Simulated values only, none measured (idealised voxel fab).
process module | voxel self aligned vias
cross-section cut | 280 nm wide | cells 5 nm
A cross-section is a grid of square cells, given in bands from the top down. A band is one or more rows of cells.
Each band's line starts with the height of the band's top and of its bottom, in nm. Then come its materials from left to right, each with its width in nm. One material with "throughout" fills the band from edge to edge. "air" is empty space.
Height 0 is the level under which the wafer as received is all one material. The lowest band goes on downwards, as in "0 down".
A width such as "30 to 40" changes by the same amount from each row of cells to the next, from the band's top row to its bottom row.
"no change" after a step means that no cell of the cross-section changed.
closed voids: empty space of 8 cells or more with no open way to the top, each as width x height at its distance from the left edge, in nm
after a step's settings: what the simulator itself notes on the step
overlay nm, on a step with a mask: how far to the right of its planned place the mask lay; to the left if negative
plan
1 op RECEIVE | material Si
2 op CONFORMAL_DEP | material SiO2 | thk nm 15
3 op CONFORMAL_DEP | material SiCN | thk nm 5
4 op DIRECTIONAL_DEP | material SiO2 | thk nm 30
5 op MASKED_ETCH | tone open | mask id LINES | width nm 30 | pitch nm 65 | etch materials SiO2 | depth nm 30 | overlay nm 0
6 op CONFORMAL_DEP | material TiN | thk nm 5
7 op FILL_DEP | material Ru | thk nm 5
8 op CMP | height nm 50
9 op SELECTIVE_ETCH | etch materials W Ru TiN | depth nm 5
10 op FILL_DEP | material SiN | thk nm 5
11 op CMP | height nm 50
12 op DIRECTIONAL_DEP | material SiO2 | thk nm 15
13 op MASKED_ETCH | tone open | mask id VIAS | width nm 40 | pitch nm 130 | etch materials SiO2 | depth nm 15 | overlay nm 0
14 op MASKED_ETCH | tone open | mask id VIAS | width nm 40 | pitch nm 130 | etch materials SiN | depth nm 5 | overlay nm 0
15 op CONFORMAL_DEP | material TiN | thk nm 5
16 op FILL_DEP | material Ru | thk nm 5
17 op CMP | height nm 65
18 op CONFORMAL_DEP | material SiN | thk nm 5
as received, after step 1
  0 down: Si throughout
  closed voids: none
a wafer at the end: this start, this plan, one mistake
  70 to 65: SiN throughout
  65 to 50: SiO2 55 | TiN 5 | SiO2 30 | TiN 5 | SiO2 90 | TiN 5 | SiO2 30 | TiN 5 | SiO2 55
  50 to 45: SiO2 60 | SiN 30 | SiO2 35 | SiN 30 | SiO2 35 | SiN 30 | SiO2 60
  45 to 25: SiO2 60 | TiN 5 | Ru 20 | TiN 5 | SiO2 35 | TiN 5 | Ru 20 | TiN 5 | SiO2 35 | TiN 5 | Ru 20 | TiN 5 | SiO2 60
  25 to 20: SiO2 60 | TiN 30 | SiO2 35 | TiN 30 | SiO2 35 | TiN 30 | SiO2 60
  20 to 15: SiCN throughout
  15 to 0: SiO2 throughout
  0 down: Si throughout
  closed voids: none
what went wrong: steps 12 and 13 were swapped
